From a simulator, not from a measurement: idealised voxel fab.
The following is a process module called voxel self aligned vias.
Section cut is 295 nm wide and gridded with 5 nm square cells.
Cross-section, as written here: a square-cell grid given band by band from the top down, where a band holds one or more rows of cells.
Top, bottom (nm), then materials left to right with widths (nm); lone material tagged "everywhere" fills the whole band edge to edge; "blank" = empty space.
Counting heights begins at 0, where everything beneath is, in the wafer as received, one material. The lowest band has no bottom; it goes on downwards, as "0..down" shows.
Top row gets the first number, bottom row gets the second, and each row in between changes by the same step: that is how a band width like "30->40" works.
Basically "changes: none" means that step didn't change any cell in the cross-section.
Basically, "Trapped void list" tells you about the enclosed voids: empty spaces with no open way to the top, 8 cells or bigger, each written width x height at distance, where distance is from the left edge, all in nm.
after a step's settings: what the simulator itself notes on the step
The "overlay nm" setting may appear on a step's line; for a step that uses a mask, it gives how far to the right of its planned position the mask lay, and a negative value indicates the left.
PROCESS STEPS FORESEEN IN THE PLAN
1) RECEIVE | material Si
2) CONFORMAL_DEP | material SiO2 | thk nm 15
3) CONFORMAL_DEP | material SiCN | thk nm 5
4) DIRECTIONAL_DEP | material lowk | thk nm 25
5) DIRECTIONAL_DEP | material aC | thk nm 15
6) PATTERN | tone open | mask id LINES | material resist | width nm 25 | pitch nm 60 | thk nm 30 | overlay nm 0
7) DIRECTIONAL_ETCH | etch materials aC | depth nm 15
8) STRIP | etch materials resist
9) DIRECTIONAL_ETCH | etch materials lowk | depth nm 25
10) STRIP | etch materials aC
11) CONFORMAL_DEP | material TiN | thk nm 5
12) FILL_DEP | material Ru | thk nm 10
13) CMP | height nm 45
14) SELECTIVE_ETCH | etch materials W Ru TiN | depth nm 5
15) FILL_DEP | material SiN | thk nm 5
16) CMP | height nm 45
17) DIRECTIONAL_DEP | material lowk | thk nm 15
18) PATTERN | tone open | mask id VIAS | material resist | width nm 45 | pitch nm 60 | thk nm 15 | overlay nm 0
19) DIRECTIONAL_ETCH | etch materials lowk | depth nm 15
20) DIRECTIONAL_ETCH | etch materials SiN | depth nm 5
21) STRIP | etch materials resist
22) CONFORMAL_DEP | material TiN | thk nm 5
23) FILL_DEP | material Ru | thk nm 10
24) CMP | height nm 60
25) CONFORMAL_DEP | material SiN | thk nm 5
HERE'S WHAT THE WAFER LOOKED LIKE IN CROSS-SECTION WHEN IT ARRIVED - THAT'S AFTER STEP 1
0..down | Si everywhere
Trapped void list: none
END-OF-MODULE CROSS-SECTION. STARTING STRUCTURE AND PROCESS PLAN AS ABOVE; ONE MISTAKE MADE IN RUNNING IT
65..60 | SiN everywhere
60..45 | 65 lowk, 5 TiN, 35 Ru, 5 TiN, 15 lowk, 5 TiN, 35 Ru, 5 TiN, 15 lowk, 5 TiN, 35 Ru, 5 TiN, 65 lowk
45..40 | 65 SiN, 45 TiN, 15 SiN, 45 TiN, 15 SiN, 45 TiN, 65 SiN
40..20 | 75 lowk, 5 TiN, 15 Ru, 5 TiN, 35 lowk, 5 TiN, 15 Ru, 5 TiN, 35 lowk, 5 TiN, 15 Ru, 5 TiN, 75 lowk
20..15 | 75 lowk, 25 TiN, 35 lowk, 25 TiN, 35 lowk, 25 TiN, 75 lowk
15..0 | SiO2 everywhere
0..down | Si everywhere
Trapped void list: none
Run error: yeah, step 3 of the plan got skipped, never ran
